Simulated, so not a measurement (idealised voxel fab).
Title: Process Module voxel air gaps
Cross-section cut spans 235 nm and uses square cells 5 nm in size.
Heads up, the way a cross-section reads in here is a grid of square cells, handed over as bands from the top down, with every band being one or more rows of cells.
Band entry format. Leading values: height of top, height of bottom, nm. Remainder: materials in left-to-right order, each with its width in nm. Special words: "throughout" on a single material, which then fills the band edge to edge; "empty", empty space.
Heads up on the height convention: 0 is the point under which the incoming wafer is all one material, and the lowest band has no bottom, it just keeps going down, like "from 0 down".
The notation "30 to 40" denotes a width that varies across the rows of cells in the band, beginning at the first number in the top row, finishing at the second number in the bottom row, and changing by an identical amount from each row to the next.
You'll sometimes find "everything unchanged" written for a step, and that's the way of saying that nowhere in the cross-section did a cell change during that step.
What "Voids, enclosed" gives you is every empty space of 8 cells or more that is cut off from the top. Each appears as width x height at distance, with the distance taken from the left edge and width, height and distance all in nm.
Where a step's line continues beyond its settings, the continuation is a remark by the simulator itself on that step.
For masked steps, "overlay nm" on the step line gives how far right of plan the mask actually lay; a minus sign means it lay to the left.

## Planned step list for the process
1,RECEIVE,material Si
2,CONFORMAL_DEP,material SiO2,thk nm 10
3,CONFORMAL_DEP,material SiN,thk nm 5
4,DIRECTIONAL_DEP,material SiO2,thk nm 40
5,MASKED_ETCH,tone open,mask id LINES,width nm 25,pitch nm 55,etch materials SiO2,depth nm 40,overlay nm 0
6,CONFORMAL_DEP,material TiN,thk nm 5
7,FILL_DEP,material Ru,thk nm 5
8,CMP,height nm 55
9,EPI,material Ru,thk nm 10
10,SELECTIVE_ETCH,etch materials SiO2,depth nm 50
11,CONFORMAL_DEP,material SiCN,thk nm 5

## Wafer at receipt (post step 1), cross-section
- from 0 down = Si throughout
- Voids, enclosed: none

## Final cross-section, module run with one mistake (start and plan as above)
- from 65 to 55 = 10 of empty, 45 of Ru, 10 of empty, 45 of Ru, 10 of empty, 45 of Ru, 10 of empty, 45 of Ru, 15 of empty
- from 55 to 20 = 20 of empty, 5 of TiN, 15 of Ru, 5 of TiN, 30 of empty, 5 of TiN, 15 of Ru, 5 of TiN, 30 of empty, 5 of TiN, 15 of Ru, 5 of TiN, 30 of empty, 5 of TiN, 15 of Ru, 5 of TiN, 25 of empty
- from 20 to 15 = 20 of empty, 25 of TiN, 30 of empty, 25 of TiN, 30 of empty, 25 of TiN, 30 of empty, 25 of TiN, 25 of empty
- from 15 to 10 = SiN throughout
- from 10 to 0 = SiO2 throughout
- from 0 down = Si throughout
- Voids, enclosed: none
What broke from the plan during processing? skipped: plan step 11 (never run)
